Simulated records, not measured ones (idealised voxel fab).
You're looking at the process module voxel wiring stack.
Displayed cross-section: cut, width of 260 nm, square cells sized 5 nm.
The cross-sections in this document take the form of a grid made of square cells. They are written out as bands, in order from top to bottom. Each band consists of one or more rows of cells.
Top height, bottom height, nm. Materials left to right, width each, nm. Single material + "all across" = fills band edge to edge. "empty" = empty.
Counting heights begins at 0, where everything beneath is, in the wafer as received, one material. The lowest band has no bottom; it goes on downwards, as "z 0 and below" shows.
A width given as "30->40" starts at the first number in the band's top row and ends at the second number in its bottom row, shifting by an equal amount at every step from row to row.
When a step is marked "no change", none of the cells in the cross-section changed during that step.
Empty spaces counting at least 8 cells and having no open way to the top are listed in "Closed cavities". The notation width x height at distance is used for each, the distance being from the left edge and all three values in nm.
It should be noted that, on the line of a given step, the content following the step's settings is a remark produced by the simulator itself with respect to that step.
The line of a step may include "overlay nm". On a step with a mask, this value is how far to the right of its planned place the mask lay. A negative value means the mask lay to the left.
Listed below are the process steps as planned:
- 1: RECEIVE, material Si
- 2: CONFORMAL_DEP, material SiO2, thk nm 15
- 3: CONFORMAL_DEP, material SiCN, thk nm 5
- 4: DIRECTIONAL_DEP, material lowk, thk nm 15
- 5: DIRECTIONAL_DEP, material aC, thk nm 10
- 6: PATTERN, tone open, mask id METAL_1, material resist, width nm 20, pitch nm 40, thk nm 25, overlay nm 0
- 7: DIRECTIONAL_ETCH, etch materials aC, depth nm 10
- 8: STRIP, etch materials resist
- 9: DIRECTIONAL_ETCH, etch materials lowk, depth nm 15
- 10: DIRECTIONAL_ETCH, etch materials SiCN, depth nm 5
- 11: STRIP, etch materials aC
- 12: CONFORMAL_DEP, material TiN, thk nm 5
- 13: FILL_DEP, material Cu, thk nm 5
- 14: CMP, height nm 35
- 15: EPI, material Ru, thk nm 5
- 16: FILL_DEP, material SiCN, thk nm 5
- 17: DIRECTIONAL_DEP, material SiO2, thk nm 15
- 18: DIRECTIONAL_DEP, material aC, thk nm 15
- 19: PATTERN, tone open, mask id PLUG_1, material resist, width nm 15, pitch nm 40, thk nm 30, overlay nm 0
- 20: DIRECTIONAL_ETCH, etch materials aC, depth nm 15
- 21: STRIP, etch materials resist
- 22: DIRECTIONAL_ETCH, etch materials SiO2, depth nm 15
- 23: DIRECTIONAL_ETCH, etch materials SiCN, depth nm 5
- 24: STRIP, etch materials aC
- 25: EPI, material Ru, thk nm 10
- 26: EPI, material Ru, thk nm 10
- 27: CONFORMAL_DEP, material SiCN, thk nm 5
- 28: DIRECTIONAL_DEP, material lowk, thk nm 20
- 29: PATTERN, tone open, mask id METAL_2, material resist, width nm 20, pitch nm 40, thk nm 15, overlay nm 0
- 30: DIRECTIONAL_ETCH, etch materials lowk, depth nm 20
- 31: DIRECTIONAL_ETCH, etch materials SiCN, depth nm 5
- 32: STRIP, etch materials resist
- 33: CONFORMAL_DEP, material TiN, thk nm 5
- 34: FILL_DEP, material W, thk nm 5
- 35: CMP, height nm 85
- 36: CONFORMAL_DEP, material SiCN, thk nm 5
- 37: DIRECTIONAL_DEP, material lowk, thk nm 30
- 38: MASKED_ETCH, tone open, mask id METAL_3, width nm 20, pitch nm 40, etch materials lowk, depth nm 15, overlay nm 0
- 39: MASKED_ETCH, tone open, mask id METAL_3_HOLES, width nm 15, pitch nm 40, etch materials lowk, depth nm 15, overlay nm 0
- 40: MASKED_ETCH, tone open, mask id METAL_3_HOLES, width nm 15, pitch nm 40, etch materials SiCN, depth nm 5, overlay nm 0
- 41: CONFORMAL_DEP, material TiN, thk nm 5
- 42: FILL_DEP, material Cu, thk nm 5
- 43: CMP, height nm 120
- 44: CONFORMAL_DEP, material SiCN, thk nm 5
- 45: DIRECTIONAL_DEP, material SiO2, thk nm 20
- 46: MASKED_ETCH, tone open, mask id PLUG_3, width nm 15, pitch nm 40, etch materials SiO2, depth nm 20, overlay nm 0
- 47: MASKED_ETCH, tone open, mask id PLUG_3, width nm 15, pitch nm 40, etch materials SiCN, depth nm 5, overlay nm 0
- 48: EPI, material Ru, thk nm 10
- 49: EPI, material Ru, thk nm 10
- 50: EPI, material Ru, thk nm 5
- 51: DIRECTIONAL_DEP, material TiN, thk nm 5
- 52: DIRECTIONAL_DEP, material W, thk nm 25
- 53: MASKED_ETCH, tone cover, mask id METAL_4, width nm 20, pitch nm 40, etch materials W, depth nm 25, overlay nm 0
- 54: MASKED_ETCH, tone cover, mask id METAL_4, width nm 20, pitch nm 40, etch materials TiN, depth nm 5, overlay nm 0
- 55: CONFORMAL_DEP, material SiCN, thk nm 5
- 56: FILL_DEP, material SiO2, thk nm 5
- 57: CMP, height nm 175
- 58: CONFORMAL_DEP, material SiCN, thk nm 5
Delivered wafer in cross-section: state after step 1:
* z 0 and below: Si all across
* Closed cavities: none
Cross-sectional image of the first of two wafers at the end of the module, the run having proceeded as planned:
* z 180 to 175: SiCN all across
* z 175 to 150: SiO2=75 | SiCN=5 | W=20 | SiCN=5 | SiO2=10 | SiCN=5 | W=20 | SiCN=5 | SiO2=10 | SiCN=5 | W=20 | SiCN=5 | SiO2=75
* z 150 to 145: SiCN=80 | TiN=20 | SiCN=20 | TiN=20 | SiCN=20 | TiN=20 | SiCN=80
* z 145 to 125: SiO2=80 | Ru=15 | SiO2=25 | Ru=15 | SiO2=25 | Ru=15 | SiO2=85
* z 125 to 120: SiCN=80 | Ru=15 | SiCN=25 | Ru=15 | SiCN=25 | Ru=15 | SiCN=85
* z 120 to 110: lowk=80 | TiN=5 | Cu=10 | TiN=5 | lowk=20 | TiN=5 | Cu=10 | TiN=5 | lowk=20 | TiN=5 | Cu=10 | TiN=5 | lowk=80
* z 110 to 105: lowk=80 | TiN=5 | Cu=5 | TiN=10 | lowk=20 | TiN=5 | Cu=5 | TiN=10 | lowk=20 | TiN=5 | Cu=5 | TiN=10 | lowk=80
* z 105 to 90: lowk=80 | TiN=5 | Cu=5 | TiN=5 | lowk=25 | TiN=5 | Cu=5 | TiN=5 | lowk=25 | TiN=5 | Cu=5 | TiN=5 | lowk=85
* z 90 to 85: SiCN=80 | TiN=15 | SiCN=25 | TiN=15 | SiCN=25 | TiN=15 | SiCN=85
* z 85 to 65: lowk=80 | TiN=5 | W=10 | TiN=5 | lowk=20 | TiN=5 | W=10 | TiN=5 | lowk=20 | TiN=5 | W=10 | TiN=5 | lowk=80
* z 65 to 60: SiCN=80 | TiN=20 | SiCN=20 | TiN=20 | SiCN=20 | TiN=20 | SiCN=80
* z 60 to 45: SiO2=80 | Ru=15 | SiO2=25 | Ru=15 | SiO2=25 | Ru=15 | SiO2=85
* z 45 to 35: SiCN=80->75 | Ru=15->30 | SiCN=25->10 | Ru=15->30 | SiCN=25->10 | Ru=15->30 | SiCN=85->75
* z 35 to 20: lowk=80 | TiN=5 | Cu=10 | TiN=5 | lowk=20 | TiN=5 | Cu=10 | TiN=5 | lowk=20 | TiN=5 | Cu=10 | TiN=5 | lowk=80
* z 20 to 15: SiCN=80 | TiN=20 | SiCN=20 | TiN=20 | SiCN=20 | TiN=20 | SiCN=80
* z 15 to 0: SiO2 all across
* z 0 and below: Si all across
* Closed cavities: none
Wafer two, end of module, cross-section. Same start, same plan as wafer one. One mistake in the run:
* z 180 to 175: SiCN all across
* z 175 to 150: SiO2=75 | SiCN=5 | W=20 | SiCN=5 | SiO2=10 | SiCN=5 | W=20 | SiCN=5 | SiO2=10 | SiCN=5 | W=20 | SiCN=5 | SiO2=75
* z 150 to 145: SiCN=80 | TiN=20 | SiCN=20 | TiN=20 | SiCN=20 | TiN=20 | SiCN=80
* z 145 to 125: SiO2=80 | Ru=15 | SiO2=25 | Ru=15 | SiO2=25 | Ru=15 | SiO2=85
* z 125 to 120: SiCN=80 | Ru=15 | SiCN=25 | Ru=15 | SiCN=25 | Ru=15 | SiCN=85
* z 120 to 110: lowk=80 | TiN=5 | Cu=10 | TiN=5 | lowk=20 | TiN=5 | Cu=10 | TiN=5 | lowk=20 | TiN=5 | Cu=10 | TiN=5 | lowk=80
* z 110 to 105: lowk=80 | TiN=5 | Cu=5 | TiN=10 | lowk=20 | TiN=5 | Cu=5 | TiN=10 | lowk=20 | TiN=5 | Cu=5 | TiN=10 | lowk=80
* z 105 to 90: lowk=80 | TiN=5 | Cu=5 | TiN=5 | lowk=25 | TiN=5 | Cu=5 | TiN=5 | lowk=25 | TiN=5 | Cu=5 | TiN=5 | lowk=85
* z 90 to 85: SiCN=80 | TiN=15 | SiCN=25 | TiN=15 | SiCN=25 | TiN=15 | SiCN=85
* z 85 to 80: TiN=70 | lowk=10 | TiN=5 | W=10 | TiN=5 | lowk=5 | TiN=5 | lowk=10 | TiN=5 | W=10 | TiN=5 | lowk=5 | TiN=5 | lowk=10 | TiN=5 | W=10 | TiN=5 | lowk=5 | TiN=75
* z 80 to 65: lowk=80 | TiN=5 | W=10 | TiN=5 | lowk=20 | TiN=5 | W=10 | TiN=5 | lowk=20 | TiN=5 | W=10 | TiN=5 | lowk=80
* z 65 to 60: lowk=70 | SiCN=10 | TiN=20 | SiCN=5 | lowk=5 | SiCN=10 | TiN=20 | SiCN=5 | lowk=5 | SiCN=10 | TiN=20 | SiCN=5 | lowk=75
* z 60 to 55: SiCN=75 | Ru=25 | SiCN=15 | Ru=25 | SiCN=15 | Ru=25 | SiCN=80
* z 55 to 45: SiO2=80 | Ru=15 | SiO2=25 | Ru=15 | SiO2=25 | Ru=15 | SiO2=85
* z 45 to 35: SiCN=80->75 | Ru=15->30 | SiCN=25->10 | Ru=15->30 | SiCN=25->10 | Ru=15->30 | SiCN=85->75
* z 35 to 20: lowk=80 | TiN=5 | Cu=10 | TiN=5 | lowk=20 | TiN=5 | Cu=10 | TiN=5 | lowk=20 | TiN=5 | Cu=10 | TiN=5 | lowk=80
* z 20 to 15: SiCN=80 | TiN=20 | SiCN=20 | TiN=20 | SiCN=20 | TiN=20 | SiCN=80
* z 15 to 0: SiO2 all across
* z 0 and below: Si all across
* Closed cavities: none
What broke from the plan during processing? planned and actual differ for step 17; actual: DIRECTIONAL_DEP, material SiO2, thk nm 10
The final cell counts differ between the wafers, with the second having more or fewer of some materials than the first: +6 Ru | +6 SiCN | -43 SiO2 | +31 TiN
